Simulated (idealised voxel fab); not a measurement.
This is a process module. Its name is voxel wiring stack.
Xsec cut, 185 nm wide, square cell size 5 nm.
How to read a cross-section here: the picture is a grid of square cells, written as bands going from the top down, and any band can span one or more rows of cells.
Top, bottom (nm), then materials left to right with widths (nm); lone material tagged "throughout" fills the whole band edge to edge; "empty" = empty space.
Beneath 0, the wafer as received is one material, and that level is where height counting begins. The lowest band goes on downward without a bottom; it is written like "top 0, no bottom".
A width such as "30->40" changes by the same amount from each row of cells to the next, from the band's top row to its bottom row.
"nothing altered", as given for a step, is the statement that not any cell of the cross-section underwent a change during that step.
The entry "Closed voids list" lists the empty spaces that cover at least 8 cells and have no open path to the top. Each is written as width x height at distance, where the distance is measured from the left edge and all three values are in nm.
Where a step's line continues beyond its settings, the continuation is a remark by the simulator itself on that step.
On any step carrying a mask, the "overlay nm" setting, if present on the step's line, tells how far right of its planned place the mask lay; negative values point to the left.

Process steps foreseen in the plan:
1: RECEIVE (material Si)
2: CONFORMAL_DEP (material SiO2; thk nm 10)
3: CONFORMAL_DEP (material SiN; thk nm 5)
4: DIRECTIONAL_DEP (material SiO2; thk nm 25)
5: MASKED_ETCH (tone open; mask id METAL_1; width nm 20; pitch nm 45; etch materials SiO2; depth nm 25; overlay nm 0)
6: MASKED_ETCH (tone open; mask id METAL_1; width nm 20; pitch nm 45; etch materials SiN; depth nm 5; overlay nm 0)
7: CONFORMAL_DEP (material TiN; thk nm 5)
8: FILL_DEP (material Cu; thk nm 5)
9: CMP (height nm 40)
10: EPI (material Ru; thk nm 5)
11: FILL_DEP (material SiCN; thk nm 5)
12: DIRECTIONAL_DEP (material lowk; thk nm 30)
13: DIRECTIONAL_DEP (material aC; thk nm 10)
14: PATTERN (tone open; mask id METAL_2_HOLES; material resist; width nm 15; pitch nm 45; thk nm 30; overlay nm 0)
15: DIRECTIONAL_ETCH (etch materials aC; depth nm 10)
16: STRIP (etch materials resist)
17: DIRECTIONAL_ETCH (etch materials lowk; depth nm 30)
18: STRIP (etch materials aC)
19: MASKED_ETCH (tone open; mask id METAL_2; width nm 20; pitch nm 45; etch materials lowk; depth nm 20; overlay nm 0)
20: MASKED_ETCH (tone open; mask id METAL_2; width nm 20; pitch nm 45; etch materials SiCN; depth nm 5; overlay nm 0)
21: CONFORMAL_DEP (material TiN; thk nm 5)
22: FILL_DEP (material Cu; thk nm 10)
23: CMP (height nm 80)
24: CONFORMAL_DEP (material SiN; thk nm 5)

First of the two wafers, run per plan:

Cross-section of the wafer as it came to us, i.e., already through step 1:
* top 0, no bottom | Si throughout
* Closed voids list: none

The wafer in cross-section once step 2 is complete:
* top 10, bottom 0 | SiO2 throughout
* At heights below 0, the structure remains unaltered.

The wafer in cross-section once step 3 is complete:
* top 15, bottom 10 | SiN throughout
* At heights below 10, the structure remains unaltered.

The wafer in cross-section once step 4 is complete:
* top 40, bottom 15 | SiO2 throughout
* At heights below 15, the structure remains unaltered.

The wafer in cross-section once step 5 is complete:
* top 40, bottom 15 | SiO2 15 nm | empty 20 nm | SiO2 25 nm | empty 20 nm | SiO2 25 nm | empty 20 nm | SiO2 25 nm | empty 20 nm | SiO2 15 nm
* At heights below 15, the structure remains unaltered.

The wafer in cross-section once step 6 is complete:
* top 40, bottom 15 | SiO2 15 nm | empty 20 nm | SiO2 25 nm | empty 20 nm | SiO2 25 nm | empty 20 nm | SiO2 25 nm | empty 20 nm | SiO2 15 nm
* top 15, bottom 10 | SiN 15 nm | empty 20 nm | SiN 25 nm | empty 20 nm | SiN 25 nm | empty 20 nm | SiN 25 nm | empty 20 nm | SiN 15 nm
* At heights below 10, the structure remains unaltered.

The wafer in cross-section once step 7 is complete:
* top 45, bottom 40 | TiN 20 nm | empty 10 nm | TiN 35 nm | empty 10 nm | TiN 35 nm | empty 10 nm | TiN 35 nm | empty 10 nm | TiN 20 nm
* top 40, bottom 15 | SiO2 15 nm | TiN 5 nm | empty 10 nm | TiN 5 nm | SiO2 25 nm | TiN 5 nm | empty 10 nm | TiN 5 nm | SiO2 25 nm | TiN 5 nm | empty 10 nm | TiN 5 nm | SiO2 25 nm | TiN 5 nm | empty 10 nm | TiN 5 nm | SiO2 15 nm
* top 15, bottom 10 | SiN 15 nm | TiN 20 nm | SiN 25 nm | TiN 20 nm | SiN 25 nm | TiN 20 nm | SiN 25 nm | TiN 20 nm | SiN 15 nm
* At heights below 10, the structure remains unaltered.

The wafer in cross-section once step 8 is complete:
* top 50, bottom 45 | Cu throughout
* top 45, bottom 40 | TiN 20 nm | Cu 10 nm | TiN 35 nm | Cu 10 nm | TiN 35 nm | Cu 10 nm | TiN 35 nm | Cu 10 nm | TiN 20 nm
* top 40, bottom 15 | SiO2 15 nm | TiN 5 nm | Cu 10 nm | TiN 5 nm | SiO2 25 nm | TiN 5 nm | Cu 10 nm | TiN 5 nm | SiO2 25 nm | TiN 5 nm | Cu 10 nm | TiN 5 nm | SiO2 25 nm | TiN 5 nm | Cu 10 nm | TiN 5 nm | SiO2 15 nm
* At heights below 15, the structure remains unaltered.

The wafer in cross-section once step 9 is complete:
* top 40, bottom 15 | SiO2 15 nm | TiN 5 nm | Cu 10 nm | TiN 5 nm | SiO2 25 nm | TiN 5 nm | Cu 10 nm | TiN 5 nm | SiO2 25 nm | TiN 5 nm | Cu 10 nm | TiN 5 nm | SiO2 25 nm | TiN 5 nm | Cu 10 nm | TiN 5 nm | SiO2 15 nm
* At heights below 15, the structure remains unaltered.

The wafer in cross-section once step 10 is complete:
* top 45, bottom 40 | empty 10 nm | Ru 30 nm | empty 15 nm | Ru 30 nm | empty 15 nm | Ru 30 nm | empty 15 nm | Ru 30 nm | empty 10 nm
* At heights below 40, the structure remains unaltered.

The wafer in cross-section once step 11 is complete:
* top 50, bottom 45 | SiCN throughout
* top 45, bottom 40 | SiCN 10 nm | Ru 30 nm | SiCN 15 nm | Ru 30 nm | SiCN 15 nm | Ru 30 nm | SiCN 15 nm | Ru 30 nm | SiCN 10 nm
* At heights below 40, the structure remains unaltered.

The wafer in cross-section once step 12 is complete:
* top 80, bottom 50 | lowk throughout
* At heights below 50, the structure remains unaltered.

The wafer in cross-section once step 13 is complete:
* top 90, bottom 80 | aC throughout
* At heights below 80, the structure remains unaltered.

The wafer in cross-section once step 14 is complete:
* top 120, bottom 90 | resist 15 nm | empty 15 nm | resist 30 nm | empty 15 nm | resist 30 nm | empty 15 nm | resist 30 nm | empty 15 nm | resist 20 nm
* At heights below 90, the structure remains unaltered.

The wafer in cross-section once step 15 is complete:
* top 110, bottom 90 | resist 15 nm | empty 15 nm | resist 30 nm | empty 15 nm | resist 30 nm | empty 15 nm | resist 30 nm | empty 15 nm | resist 20 nm
* top 90, bottom 80 | aC 15 nm | empty 15 nm | aC 30 nm | empty 15 nm | aC 30 nm | empty 15 nm | aC 30 nm | empty 15 nm | aC 20 nm
* At heights below 80, the structure remains unaltered.

The wafer in cross-section once step 16 is complete:
* top 90, bottom 80 | aC 15 nm | empty 15 nm | aC 30 nm | empty 15 nm | aC 30 nm | empty 15 nm | aC 30 nm | empty 15 nm | aC 20 nm
* At heights below 80, the structure remains unaltered.

The wafer in cross-section once step 17 is complete:
* top 90, bottom 80 | aC 15 nm | empty 15 nm | aC 30 nm | empty 15 nm | aC 30 nm | empty 15 nm | aC 30 nm | empty 15 nm | aC 20 nm
* top 80, bottom 50 | lowk 15 nm | empty 15 nm | lowk 30 nm | empty 15 nm | lowk 30 nm | empty 15 nm | lowk 30 nm | empty 15 nm | lowk 20 nm
* At heights below 50, the structure remains unaltered.

The wafer in cross-section once step 18 is complete:
* top 80, bottom 50 | lowk 15 nm | empty 15 nm | lowk 30 nm | empty 15 nm | lowk 30 nm | empty 15 nm | lowk 30 nm | empty 15 nm | lowk 20 nm
* At heights below 50, the structure remains unaltered.

The wafer in cross-section once step 19 is complete:
* top 80, bottom 60 | lowk 15 nm | empty 20 nm | lowk 25 nm | empty 20 nm | lowk 25 nm | empty 20 nm | lowk 25 nm | empty 20 nm | lowk 15 nm
* At heights below 60, the structure remains unaltered.

The wafer in cross-section once step 20 is complete:
* top 80, bottom 60 | lowk 15 nm | empty 20 nm | lowk 25 nm | empty 20 nm | lowk 25 nm | empty 20 nm | lowk 25 nm | empty 20 nm | lowk 15 nm
* top 60, bottom 50 | lowk 15 nm | empty 15 nm | lowk 30 nm | empty 15 nm | lowk 30 nm | empty 15 nm | lowk 30 nm | empty 15 nm | lowk 20 nm
* top 50, bottom 45 | SiCN 15 nm | empty 15 nm | SiCN 30 nm | empty 15 nm | SiCN 30 nm | empty 15 nm | SiCN 30 nm | empty 15 nm | SiCN 20 nm
* At heights below 45, the structure remains unaltered.

The wafer in cross-section once step 21 is complete:
* top 85, bottom 80 | TiN 20 nm | empty 10 nm | TiN 35 nm | empty 10 nm | TiN 35 nm | empty 10 nm | TiN 35 nm | empty 10 nm | TiN 20 nm
* top 80, bottom 65 | lowk 15 nm | TiN 5 nm | empty 10 nm | TiN 5 nm | lowk 25 nm | TiN 5 nm | empty 10 nm | TiN 5 nm | lowk 25 nm | TiN 5 nm | empty 10 nm | TiN 5 nm | lowk 25 nm | TiN 5 nm | empty 10 nm | TiN 5 nm | lowk 15 nm
* top 65, bottom 60 | lowk 15 nm | TiN 5 nm | empty 5 nm | TiN 10 nm | lowk 25 nm | TiN 5 nm | empty 5 nm | TiN 10 nm | lowk 25 nm | TiN 5 nm | empty 5 nm | TiN 10 nm | lowk 25 nm | TiN 5 nm | empty 5 nm | TiN 10 nm | lowk 15 nm
* top 60, bottom 50 | lowk 15 nm | TiN 5 nm | empty 5 nm | TiN 5 nm | lowk 30 nm | TiN 5 nm | empty 5 nm | TiN 5 nm | lowk 30 nm | TiN 5 nm | empty 5 nm | TiN 5 nm | lowk 30 nm | TiN 5 nm | empty 5 nm | TiN 5 nm | lowk 20 nm
* top 50, bottom 45 | SiCN 15 nm | TiN 15 nm | SiCN 30 nm | TiN 15 nm | SiCN 30 nm | TiN 15 nm | SiCN 30 nm | TiN 15 nm | SiCN 20 nm
* At heights below 45, the structure remains unaltered.

The wafer in cross-section once step 22 is complete:
* top 95, bottom 85 | Cu throughout
* top 85, bottom 80 | TiN 20 nm | Cu 10 nm | TiN 35 nm | Cu 10 nm | TiN 35 nm | Cu 10 nm | TiN 35 nm | Cu 10 nm | TiN 20 nm
* top 80, bottom 65 | lowk 15 nm | TiN 5 nm | Cu 10 nm | TiN 5 nm | lowk 25 nm | TiN 5 nm | Cu 10 nm | TiN 5 nm | lowk 25 nm | TiN 5 nm | Cu 10 nm | TiN 5 nm | lowk 25 nm | TiN 5 nm | Cu 10 nm | TiN 5 nm | lowk 15 nm
* top 65, bottom 60 | lowk 15 nm | TiN 5 nm | Cu 5 nm | TiN 10 nm | lowk 25 nm | TiN 5 nm | Cu 5 nm | TiN 10 nm | lowk 25 nm | TiN 5 nm | Cu 5 nm | TiN 10 nm | lowk 25 nm | TiN 5 nm | Cu 5 nm | TiN 10 nm | lowk 15 nm
* top 60, bottom 50 | lowk 15 nm | TiN 5 nm | Cu 5 nm | TiN 5 nm | lowk 30 nm | TiN 5 nm | Cu 5 nm | TiN 5 nm | lowk 30 nm | TiN 5 nm | Cu 5 nm | TiN 5 nm | lowk 30 nm | TiN 5 nm | Cu 5 nm | TiN 5 nm | lowk 20 nm
* At heights below 50, the structure remains unaltered.

The wafer in cross-section once step 23 is complete:
* top 80, bottom 65 | lowk 15 nm | TiN 5 nm | Cu 10 nm | TiN 5 nm | lowk 25 nm | TiN 5 nm | Cu 10 nm | TiN 5 nm | lowk 25 nm | TiN 5 nm | Cu 10 nm | TiN 5 nm | lowk 25 nm | TiN 5 nm | Cu 10 nm | TiN 5 nm | lowk 15 nm
* At heights below 65, the structure remains unaltered.

The wafer in cross-section once step 24 is complete:
* top 85, bottom 80 | SiN throughout
* At heights below 80, the structure remains unaltered.

Second Wafer (Identical Start and Plan, One Processing Error; Matches First Wafer Through Step 18):

When step 19 should have ended:
* top 80, bottom 60 | empty 30 nm | lowk 5 nm | empty 40 nm | lowk 5 nm | empty 40 nm | lowk 5 nm | empty 40 nm | lowk 5 nm | empty 15 nm
* At heights below 60, the structure remains unaltered.

When step 20 should have ended:
* top 80, bottom 60 | empty 30 nm | lowk 5 nm | empty 40 nm | lowk 5 nm | empty 40 nm | lowk 5 nm | empty 40 nm | lowk 5 nm | empty 15 nm
* top 60, bottom 50 | lowk 15 nm | empty 15 nm | lowk 30 nm | empty 15 nm | lowk 30 nm | empty 15 nm | lowk 30 nm | empty 15 nm | lowk 20 nm
* top 50, bottom 45 | SiCN 15 nm | empty 15 nm | SiCN 30 nm | empty 15 nm | SiCN 30 nm | empty 15 nm | SiCN 30 nm | empty 15 nm | SiCN 20 nm
* At heights below 45, the structure remains unaltered.

When step 21 should have ended:
* top 85, bottom 80 | empty 25 nm | TiN 15 nm | empty 30 nm | TiN 15 nm | empty 30 nm | TiN 15 nm | empty 30 nm | TiN 15 nm | empty 10 nm
* top 80, bottom 65 | empty 25 nm | TiN 5 nm | lowk 5 nm | TiN 5 nm | empty 30 nm | TiN 5 nm | lowk 5 nm | TiN 5 nm | empty 30 nm | TiN 5 nm | lowk 5 nm | TiN 5 nm | empty 30 nm | TiN 5 nm | lowk 5 nm | TiN 5 nm | empty 10 nm
* top 65, bottom 60 | TiN 20 nm | empty 5 nm | TiN 5 nm | lowk 5 nm | TiN 30 nm | empty 5 nm | TiN 5 nm | lowk 5 nm | TiN 30 nm | empty 5 nm | TiN 5 nm | lowk 5 nm | TiN 30 nm | empty 5 nm | TiN 5 nm | lowk 5 nm | TiN 15 nm
* top 60, bottom 50 | lowk 15 nm | TiN 5 nm | empty 5 nm | TiN 5 nm | lowk 30 nm | TiN 5 nm | empty 5 nm | TiN 5 nm | lowk 30 nm | TiN 5 nm | empty 5 nm | TiN 5 nm | lowk 30 nm | TiN 5 nm | empty 5 nm | TiN 5 nm | lowk 20 nm
* top 50, bottom 45 | SiCN 15 nm | TiN 15 nm | SiCN 30 nm | TiN 15 nm | SiCN 30 nm | TiN 15 nm | SiCN 30 nm | TiN 15 nm | SiCN 20 nm
* At heights below 45, the structure remains unaltered.

When step 22 should have ended:
* top 95, bottom 85 | Cu throughout
* top 85, bottom 80 | Cu 25 nm | TiN 15 nm | Cu 30 nm | TiN 15 nm | Cu 30 nm | TiN 15 nm | Cu 30 nm | TiN 15 nm | Cu 10 nm
* top 80, bottom 65 | Cu 25 nm | TiN 5 nm | lowk 5 nm | TiN 5 nm | Cu 30 nm | TiN 5 nm | lowk 5 nm | TiN 5 nm | Cu 30 nm | TiN 5 nm | lowk 5 nm | TiN 5 nm | Cu 30 nm | TiN 5 nm | lowk 5 nm | TiN 5 nm | Cu 10 nm
* top 65, bottom 60 | TiN 20 nm | Cu 5 nm | TiN 5 nm | lowk 5 nm | TiN 30 nm | Cu 5 nm | TiN 5 nm | lowk 5 nm | TiN 30 nm | Cu 5 nm | TiN 5 nm | lowk 5 nm | TiN 30 nm | Cu 5 nm | TiN 5 nm | lowk 5 nm | TiN 15 nm
* top 60, bottom 50 | lowk 15 nm | TiN 5 nm | Cu 5 nm | TiN 5 nm | lowk 30 nm | TiN 5 nm | Cu 5 nm | TiN 5 nm | lowk 30 nm | TiN 5 nm | Cu 5 nm | TiN 5 nm | lowk 30 nm | TiN 5 nm | Cu 5 nm | TiN 5 nm | lowk 20 nm
* At heights below 50, the structure remains unaltered.

When step 23 should have ended:
* top 80, bottom 65 | Cu 25 nm | TiN 5 nm | lowk 5 nm | TiN 5 nm | Cu 30 nm | TiN 5 nm | lowk 5 nm | TiN 5 nm | Cu 30 nm | TiN 5 nm | lowk 5 nm | TiN 5 nm | Cu 30 nm | TiN 5 nm | lowk 5 nm | TiN 5 nm | Cu 10 nm
* At heights below 65, the structure remains unaltered.

When step 24 should have ended:
* top 85, bottom 80 | SiN throughout
* At heights below 80, the structure remains unaltered.
The plan and the run diverged here: step 19 was processed under conditions differing from the plan, specifically as MASKED_ETCH (tone cover; mask id METAL_2; width nm 20; pitch nm 45; etch materials lowk; depth nm 20; overlay nm 0)
Bottom line after processing is that, in cells, the second wafer is up or down on some materials versus the first: 51 more of Cu | 17 more of TiN | 68 fewer of lowk
